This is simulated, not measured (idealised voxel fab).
Process module, titled voxel tone inversion
Displayed cross-section: cut, width of 210 nm, square cells sized 5 nm.
Cross-section = grid of square cells, listed top down in bands; band = one or more rows. For a band, the entry starts with two heights in nm, that of the top and then that of the bottom, and carries on with the band's materials in order from left to right, each alongside its width in nm; the word "full width" beside a single material means it fills the band edge to edge, and "air" means empty space. Ref level 0: as-received wafer is one material below here. Bottom band extends down with no lower bound ("0 nm and below"). The notation "30->40" denotes a width that varies across the rows of cells in the band, beginning at the first number in the top row, finishing at the second number in the bottom row, and changing by an identical amount from each row to the next. "no alteration" means the step left every cell of the cross-section as it was. The list in "Cavities, closed" covers empty spaces of 8 cells or more that cannot reach the top through any open way, and it gives each as width x height at distance; the distance is from the left edge, and width, height and distance are in nm. Formally, on a step line, whatever follows the settings is a remark that the simulator itself makes on the step. For masked steps, "overlay nm" on the step line gives how far right of plan the mask actually lay; a minus sign means it lay to the left.
The planned process steps are enumerated hereunder:
1 RECEIVE [material Si]
2 CONFORMAL_DEP [material SiCN] [thk nm 5]
3 DIRECTIONAL_DEP [material aC] [thk nm 25]
4 PATTERN [tone cover] [mask id POSTS] [material resist] [width nm 15] [pitch nm 40] [thk nm 30] [overlay nm 0]
5 DIRECTIONAL_ETCH [etch materials aC] [depth nm 25]
6 STRIP [etch materials resist]
7 FILL_DEP [material lowk] [thk nm 5]
8 CMP [height nm 30]
9 STRIP [etch materials aC]
10 CONFORMAL_DEP [material TiN] [thk nm 5]
11 FILL_DEP [material Ru] [thk nm 10]
12 CMP [height nm 30]
13 CONFORMAL_DEP [material SiCN] [thk nm 5]
Incoming wafer in cross-section (state: after step 1):
> 0 nm and below  Si full width
> Cavities, closed: none
Cross-section at module end, one run error; start and plan unchanged from above:
> 35 nm to 30 nm  SiCN full width
> 30 nm to 10 nm  lowk 70 nm; TiN 5 nm; Ru 15 nm; TiN 5 nm; lowk 15 nm; TiN 5 nm; Ru 15 nm; TiN 5 nm; lowk 75 nm
> 10 nm to 5 nm  lowk 70 nm; TiN 25 nm; lowk 15 nm; TiN 25 nm; lowk 75 nm
> 5 nm to 0 nm  SiCN full width
> 0 nm and below  Si full width
> Cavities, closed: none
Deviation from plan: step 4 was run on a setting that differed from the plan, and what really ran there is PATTERN [tone cover] [mask id POSTS] [material resist] [width nm 25] [pitch nm 40] [thk nm 30] [overlay nm 0]
